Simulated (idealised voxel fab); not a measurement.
The process module presented herein is designated voxel double patterning.
For reference, the cross-section in this document is cut, with width 240 nm and square cells of 5 nm.
A cross-section is a grid of square cells, given in bands from the top down. A band is one or more rows of cells.
Per band: top height and bottom height in nm, followed by the left-to-right materials and their widths in nm; "edge to edge" marks a single material spanning edge to edge, "blank" marks empty space.
Height datum 0, below which the as-received substrate wafer is one material. Lowest band open at the bottom, running downward: "0 nm and below".
Quick explanation for "30..40": the width changes in equal steps down the rows of cells, from the first number in the band's top row to the second number in its bottom row.
"left unchanged" (step): cross-section cells unchanged, all of them.
Closed-off voids of 8+ cells (no open route to the top) go in "Sealed internal voids", written width x height at distance from the left edge, in nm.
Post-settings text on a step line: simulator's own remark regarding the step.
A step's line can hold "overlay nm"; with a mask on that step, the setting says how far right of the planned place the mask lay, while a negative setting says it lay to the left.

# Here's what the planned process steps look like
step 1: op RECEIVE | material Si
step 2: op CONFORMAL_DEP | material SiO2 | thk nm 5
step 3: op DIRECTIONAL_DEP | material TiN | thk nm 20
step 4: op DIRECTIONAL_DEP | material SiN | thk nm 10
step 5: op PATTERN | tone open | mask id FIRST | material resist | width nm 15 | pitch nm 50 | thk nm 15 | overlay nm 0
step 6: op DIRECTIONAL_ETCH | etch materials SiN | depth nm 10
step 7: op STRIP | etch materials resist
step 8: op PATTERN | tone open | mask id SECOND | material resist | width nm 15 | thk nm 15 | overlay nm 0
step 9: op DIRECTIONAL_ETCH | etch materials SiN | depth nm 10
step 10: op STRIP | etch materials resist
step 11: op DIRECTIONAL_ETCH | etch materials TiN | depth nm 20
step 12: op STRIP | etch materials SiN

# Cross-section of the wafer at receipt, which is the condition after step 1
  0 nm and below = Si edge to edge
  Sealed internal voids: none

# The plan above was carried out on the starting structure above with one mistake, and this cross-section shows the wafer at the end of the module
  20 nm to 5 nm = TiN: 85; blank: 15; TiN: 10; blank: 15; TiN: 10; blank: 15; TiN: 90
  5 nm to 0 nm = SiO2 edge to edge
  0 nm and below = Si edge to edge
  Sealed internal voids: none
Processing error: contrary to plan, step 3 was performed as op DIRECTIONAL_DEP | material TiN | thk nm 15
